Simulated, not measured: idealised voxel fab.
Process module in this document: voxel self aligned contacts
Square cells of 5 nm make up the cross-section cut, whose width is 200 nm.
When this document writes out a cross-section, it uses a grid of square cells and lists it as bands, beginning at the top and moving down, with a band standing for one or more rows of cells.
First you get the band's top height and its bottom height, in nm, and then the materials it's made of, left to right, with each width in nm. If you see a single material with "everywhere", that one covers the band edge to edge. "blank" is empty space.
The reference from which all heights are counted is 0, the level beneath which the as-received wafer is entirely one material; the lowest band, having no lower bound, proceeds downward and is written after the example "z 0 and below".
The width entry "30 to 40" should be interpreted row by row: the top row of cells in the band takes the first number, the bottom row takes the second number, and the change between adjacent rows is uniform throughout.
The cross-section has no changed cell in any step marked "no modifications".
Listed in "Sealed cavities": every empty space of 8 or more cells without an open way to the top. Form: width x height at distance, the distance being from the left edge, all in nm.
Anything after a step's settings on that line? It's the simulator's own note about the step.
A step's line can hold "overlay nm"; with a mask on that step, the setting says how far right of the planned place the mask lay, while a negative setting says it lay to the left.

[The planned process steps are enumerated hereunder]
1: op RECEIVE | material Si
2: op OXIDIZE | depth nm 5
3: op DIRECTIONAL_DEP | material polySi | thk nm 25
4: op DIRECTIONAL_DEP | material SiN | thk nm 20
5: op MASKED_ETCH | tone cover | mask id GATE | width nm 25 | pitch nm 70 | etch materials SiN | depth nm 20 | overlay nm 0
6: op MASKED_ETCH | tone cover | mask id GATE | width nm 25 | pitch nm 70 | etch materials polySi | depth nm 25 | overlay nm 0
7: op CONFORMAL_DEP | material SiN | thk nm 10
8: op DIRECTIONAL_ETCH | etch materials SiN | depth nm 10
9: op FILL_DEP | material SiO2 | thk nm 15
10: op CMP | height nm 55
11: op DIRECTIONAL_DEP | material aC | thk nm 10
12: op PATTERN | tone open | mask id CONTACT | material resist | width nm 55 | pitch nm 70 | thk nm 25 | overlay nm -15
13: op DIRECTIONAL_ETCH | etch materials aC | depth nm 10
14: op STRIP | etch materials resist
15: op DIRECTIONAL_ETCH | etch materials SiO2 | depth nm 60
16: op STRIP | etch materials aC
17: op CONFORMAL_DEP | material TiN | thk nm 5
18: op FILL_DEP | material W | thk nm 5
19: op CMP | height nm 55
20: op CONFORMAL_DEP | material SiCN | thk nm 5
varied across the wafers: overlay nm of step 12. The plan shows the first wafer's value. All wafers start alike

[Incoming state of the first of several wafers in cross-section: after step 1]
- z 0 and below | Si everywhere
- Sealed cavities: none

[Once step 20, the last step, is complete, the module is at its end; this is the cross-section of the first of several wafers]
- z 60 to 55 | SiCN everywhere
- z 55 to 45 | SiO2: 20 | TiN: 5 to 35 | W: 45 to 15 | TiN: 5 | SiO2: 15 | TiN: 5 to 35 | W: 45 to 15 | TiN: 5 | SiO2: 55
- z 45 to 25 | SiO2: 5 | SiN: 45 | TiN: 5 | W: 15 | TiN: 5 | SiN: 45 | TiN: 5 | W: 15 | TiN: 5 | SiN: 45 | SiO2: 10
- z 25 to 0 | SiO2: 5 | SiN: 10 | polySi: 25 | SiN: 10 | TiN: 5 | W: 15 | TiN: 5 | SiN: 10 | polySi: 25 | SiN: 10 | TiN: 5 | W: 15 | TiN: 5 | SiN: 10 | polySi: 25 | SiN: 10 | SiO2: 10
- z 0 to -5 | SiO2: 50 | TiN: 25 | SiO2: 45 | TiN: 25 | SiO2: 55
- z -5 and below | Si everywhere
- Sealed cavities: none

[End of module, last wafer sectioned]
- z 60 to 55 | SiCN everywhere
- z 55 to 45 | SiO2: 50 | TiN: 5 | W: 45 to 15 | TiN: 5 to 35 | SiO2: 15 | TiN: 5 | W: 45 to 15 | TiN: 5 to 35 | SiO2: 25
- z 45 to 25 | SiO2: 5 | SiN: 45 | TiN: 5 | W: 15 | TiN: 5 | SiN: 45 | TiN: 5 | W: 15 | TiN: 5 | SiN: 45 | SiO2: 10
- z 25 to 0 | SiO2: 5 | SiN: 10 | polySi: 25 | SiN: 10 | TiN: 5 | W: 15 | TiN: 5 | SiN: 10 | polySi: 25 | SiN: 10 | TiN: 5 | W: 15 | TiN: 5 | SiN: 10 | polySi: 25 | SiN: 10 | SiO2: 10
- z 0 to -5 | SiO2: 50 | TiN: 25 | SiO2: 45 | TiN: 25 | SiO2: 55
- z -5 and below | Si everywhere
- Sealed cavities: none

[Where each wafer stands at the end of the module, a row apiece: cells of each material gained (+) or lost (-) since it was received, then closed voids]
overlay nm -15, -40 Si, +40 SiCN, +168 SiN, +93 SiO2, +66 TiN, +78 W, +75 polySi, Sealed cavities: none
overlay nm -10, -40 Si, +40 SiCN, +168 SiN, +93 SiO2, +66 TiN, +78 W, +75 polySi, Sealed cavities: none
overlay nm -5, -40 Si, +40 SiCN, +168 SiN, +93 SiO2, +66 TiN, +78 W, +75 polySi, Sealed cavities: none
overlay nm 0, -40 Si, +40 SiCN, +168 SiN, +93 SiO2, +66 TiN, +78 W, +75 polySi, Sealed cavities: none
overlay nm 5, -40 Si, +40 SiCN, +168 SiN, +93 SiO2, +66 TiN, +78 W, +75 polySi, Sealed cavities: none
overlay nm 10, -40 Si, +40 SiCN, +168 SiN, +93 SiO2, +66 TiN, +78 W, +75 polySi, Sealed cavities: none
overlay nm 15, -40 Si, +40 SiCN, +168 SiN, +93 SiO2, +66 TiN, +78 W, +75 polySi, Sealed cavities: none
